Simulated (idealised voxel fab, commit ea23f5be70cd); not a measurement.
The name of this process module is voxel air gaps.
Square cell edge 5 nm, section width 285 nm, ID cut.
We lay out every cross-section as a grid of square cells and spell it out in bands from the top down, where one band means one or more rows of cells.
Per band: top height and bottom height in nm, followed by the left-to-right materials and their widths in nm; "throughout" marks a single material spanning edge to edge, "blank" marks empty space.
Convention: height 0 is the level below which the wafer, as received, is all one material. The lowest band does not terminate at the bottom but continues downward, represented as "0..down".
It should be noted that a width expressed as "30..40" varies in equal increments from row to row of cells within the band, taking the value of the first number at the top row and that of the second number at the bottom row.
Reading "nothing altered" for a step: not a cell of the cross-section changed in it.
Closed empty spaces (no open way to the top) of 8 cells or more are what "Closed-off voids" lists, each as width x height at distance from the left edge, nm for all three.
If you see something after the settings on a step's line, that's the simulator's own remark about that step.
For masked steps, "overlay nm" on the step line gives how far right of plan the mask actually lay; a minus sign means it lay to the left.
## Below is the list of planned process steps
1,RECEIVE,material Si
2,CONFORMAL_DEP,material SiO2,thk nm 10
3,CONFORMAL_DEP,material SiCN,thk nm 5
4,DIRECTIONAL_DEP,material SiO2,thk nm 40
5,MASKED_ETCH,tone open,mask id LINES,width nm 25,pitch nm 50,etch materials SiO2,depth nm 40,overlay nm 0
6,CONFORMAL_DEP,material TiN,thk nm 5
7,FILL_DEP,material W,thk nm 10
8,CMP,height nm 55
9,EPI,material Ru,thk nm 10
10,SELECTIVE_ETCH,etch materials SiO2,depth nm 50
11,CONFORMAL_DEP,material SiCN,thk nm 5
## Cross-section of the wafer as it came to us, i.e., already through step 1
> 0..down  Si throughout
> Closed-off voids: none
## Cross-section, end of module. Start: as above. Plan: as above. Execution: one mistake
> 70..65  65 nm blank, then 155 nm SiCN, then 65 nm blank
> 65..55  65 nm blank, then 5 nm SiCN, then 45 nm Ru, then 5 nm SiCN, then 45 nm Ru, then 5 nm SiCN, then 45 nm Ru, then 5 nm SiCN, then 65 nm blank
> 55..50  65 nm blank, then 15 nm SiCN, then 5 nm TiN, then 15 nm W, then 5 nm TiN, then 25 nm SiCN, then 5 nm TiN, then 15 nm W, then 5 nm TiN, then 25 nm SiCN, then 5 nm TiN, then 15 nm W, then 5 nm TiN, then 15 nm SiCN, then 65 nm blank
> 50..20  75 nm blank, then 5 nm SiCN, then 5 nm TiN, then 15 nm W, then 5 nm TiN, then 5 nm SiCN, then 15 nm blank, then 5 nm SiCN, then 5 nm TiN, then 15 nm W, then 5 nm TiN, then 5 nm SiCN, then 15 nm blank, then 5 nm SiCN, then 5 nm TiN, then 15 nm W, then 5 nm TiN, then 5 nm SiCN, then 75 nm blank
> 20..15  75 nm blank, then 5 nm SiCN, then 25 nm TiN, then 5 nm SiCN, then 15 nm blank, then 5 nm SiCN, then 25 nm TiN, then 5 nm SiCN, then 15 nm blank, then 5 nm SiCN, then 25 nm TiN, then 5 nm SiCN, then 75 nm blank
> 15..10  75 nm blank, then 15 nm SiCN, then 5 nm SiO2, then 15 nm SiCN, then 15 nm blank, then 15 nm SiCN, then 5 nm SiO2, then 15 nm SiCN, then 15 nm blank, then 15 nm SiCN, then 5 nm SiO2, then 15 nm SiCN, then 75 nm blank
> 10..5  90 nm SiCN, then 5 nm SiO2, then 45 nm SiCN, then 5 nm SiO2, then 45 nm SiCN, then 5 nm SiO2, then 90 nm SiCN
> 5..0  SiCN throughout
> 0..down  Si throughout
> Closed-off voids: 15 x 40 at 110; 15 x 40 at 160
Want to know what went wrong? steps 2 and 3 of the plan were run in the wrong order, each in the other's place
